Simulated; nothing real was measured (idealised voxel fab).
The following process module bears the name voxel air gaps.
Pictured: cross-section cut, 270 nm wide, on a grid of 5 nm square cells.
Cross-sections here: square-cell grids, written as top-down lists of bands, a band being one or more rows of cells. Band entry format. Leading values: height of top, height of bottom, nm. Remainder: materials in left-to-right order, each with its width in nm. Special words: "all across" on a single material, which then fills the band edge to edge; "air", empty space. Height 0 is the level under which the wafer as received is all one material. The lowest band goes on downwards, as in "0 nm and below". The width entry "30..40" should be interpreted row by row: the top row of cells in the band takes the first number, the bottom row takes the second number, and the change between adjacent rows is uniform throughout. The cross-section has no changed cell in any step marked "remains unaltered". Listed in "Internal closed voids": every empty space of 8 or more cells without an open way to the top. Form: width x height at distance, the distance being from the left edge, all in nm. Anything after a step's settings on that line? It's the simulator's own note about the step. What "overlay nm" on a step's line means: if the step has a mask, that mask lay this far to the right of its planned place, or, when the value is negative, to the left.
[Set out below are the planned steps of the process]
1 op RECEIVE | material Si
2 op CONFORMAL_DEP | material SiO2 | thk nm 10
3 op CONFORMAL_DEP | material SiCN | thk nm 5
4 op DIRECTIONAL_DEP | material lowk | thk nm 40
5 op DIRECTIONAL_DEP | material aC | thk nm 15
6 op PATTERN | tone open | mask id LINES | material resist | width nm 15 | pitch nm 40 | thk nm 35 | overlay nm 0
7 op DIRECTIONAL_ETCH | etch materials aC | depth nm 15
8 op STRIP | etch materials resist
9 op DIRECTIONAL_ETCH | etch materials lowk | depth nm 40
10 op STRIP | etch materials aC
11 op CONFORMAL_DEP | material TiN | thk nm 5
12 op FILL_DEP | material W | thk nm 10
13 op CMP | height nm 55
14 op EPI | material Ru | thk nm 10
15 op SELECTIVE_ETCH | etch materials lowk | depth nm 50
16 op CONFORMAL_DEP | material SiCN | thk nm 5
[As received (post step 1): cross-section]
    0 nm and below | Si all across
    Internal closed voids: none
[End state of the module in cross-section, given the above starting point and plan and one mistake in execution]
    70 nm to 65 nm | air: 75, SiCN: 125, air: 70
    65 nm to 55 nm | air: 75, SiCN: 5, Ru: 35, SiCN: 5, Ru: 35, SiCN: 5, Ru: 35, SiCN: 5, air: 70
    55 nm to 50 nm | air: 75, SiCN: 15, TiN: 5, W: 5, TiN: 5, SiCN: 25, TiN: 5, W: 5, TiN: 5, SiCN: 25, TiN: 5, W: 5, TiN: 5, SiCN: 15, air: 70
    50 nm to 20 nm | air: 85, SiCN: 5, TiN: 5, W: 5, TiN: 5, SiCN: 5, air: 15, SiCN: 5, TiN: 5, W: 5, TiN: 5, SiCN: 5, air: 15, SiCN: 5, TiN: 5, W: 5, TiN: 5, SiCN: 5, air: 80
    20 nm to 15 nm | SiCN: 90, TiN: 15, SiCN: 25, TiN: 15, SiCN: 25, TiN: 15, SiCN: 85
    15 nm to 10 nm | SiCN all across
    10 nm to 0 nm | SiO2 all across
    0 nm and below | Si all across
    Internal closed voids: 15 x 30 at 110; 15 x 30 at 150
Here's what went sideways: so step 6 ended up running with a different setting than we planned, it ran as op PATTERN | tone open | mask id LINES | material resist | width nm 15 | pitch nm 40 | thk nm 35 | overlay nm 5
